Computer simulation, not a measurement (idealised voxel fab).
A process module follows: voxel released beams.
Xsec cut, 235 nm wide, square cell size 5 nm.
In this document a cross-section is written as a grid of square cells. It is given as a series of bands, listed from the top down, and a band is one or more rows of cells. For a band, the entry starts with two heights in nm, that of the top and then that of the bottom, and carries on with the band's materials in order from left to right, each alongside its width in nm; the word "everywhere" beside a single material means it fills the band edge to edge, and "blank" means empty space. Heights are measured from 0, the level below which the as-received wafer is all one material; the lowest band has no bottom and continues downward, written as in "0 nm and below". A width given as "30->40" starts at the first number in the band's top row and ends at the second number in its bottom row, shifting by an equal amount at every step from row to row. Step note "nothing different" = no cross-section cell changed. Enclosed voids (no open way to top), threshold 8 cells or more, entry "Enclosed internal cavities", notation width x height at distance, distance from left edge, nm. Where a step's line continues beyond its settings, the continuation is a remark by the simulator itself on that step. On any step carrying a mask, the "overlay nm" setting, if present on the step's line, tells how far right of its planned place the mask lay; negative values point to the left.

Process steps - plan:
1) RECEIVE,material Si
2) CONFORMAL_DEP,material Al2O3,thk nm 5
3) DIRECTIONAL_DEP,material SiO2,thk nm 10
4) DIRECTIONAL_DEP,material aC,thk nm 10
5) PATTERN,tone open,mask id ANCHOR,material resist,width nm 35,thk nm 30,overlay nm 0
6) DIRECTIONAL_ETCH,etch materials aC,depth nm 10
7) STRIP,etch materials resist
8) DIRECTIONAL_ETCH,etch materials SiO2,depth nm 10
9) STRIP,etch materials aC
10) CONFORMAL_DEP,material SiN,thk nm 15
11) PATTERN,tone cover,mask id BEAM,material resist,width nm 120,thk nm 15,overlay nm 0
12) DIRECTIONAL_ETCH,etch materials SiN,depth nm 5
13) STRIP,etch materials resist
14) STRIP,etch materials SiO2
Keep in mind the plan's value for the depth nm of step 12 comes from the first wafer; the wafers don't share that setting, but they do share the same starting point.

Incoming state of the first of several wafers in cross-section: after step 1:
  0 nm and below  Si everywhere
  Enclosed internal cavities: none

End of module, by wafer: material-by-material cell gain (+) or loss (-) since receipt, then closed voids:
depth nm 5; +47 Al2O3; +130 SiN; +80 SiO2; Enclosed internal cavities: none
depth nm 10; +47 Al2O3; +107 SiN; +80 SiO2; Enclosed internal cavities: none
depth nm 15; +47 Al2O3; +84 SiN; Enclosed internal cavities: none
depth nm 20; +47 Al2O3; +84 SiN; Enclosed internal cavities: none
depth nm 25; +47 Al2O3; +84 SiN; Enclosed internal cavities: none
depth nm 30; +47 Al2O3; +84 SiN; Enclosed internal cavities: none
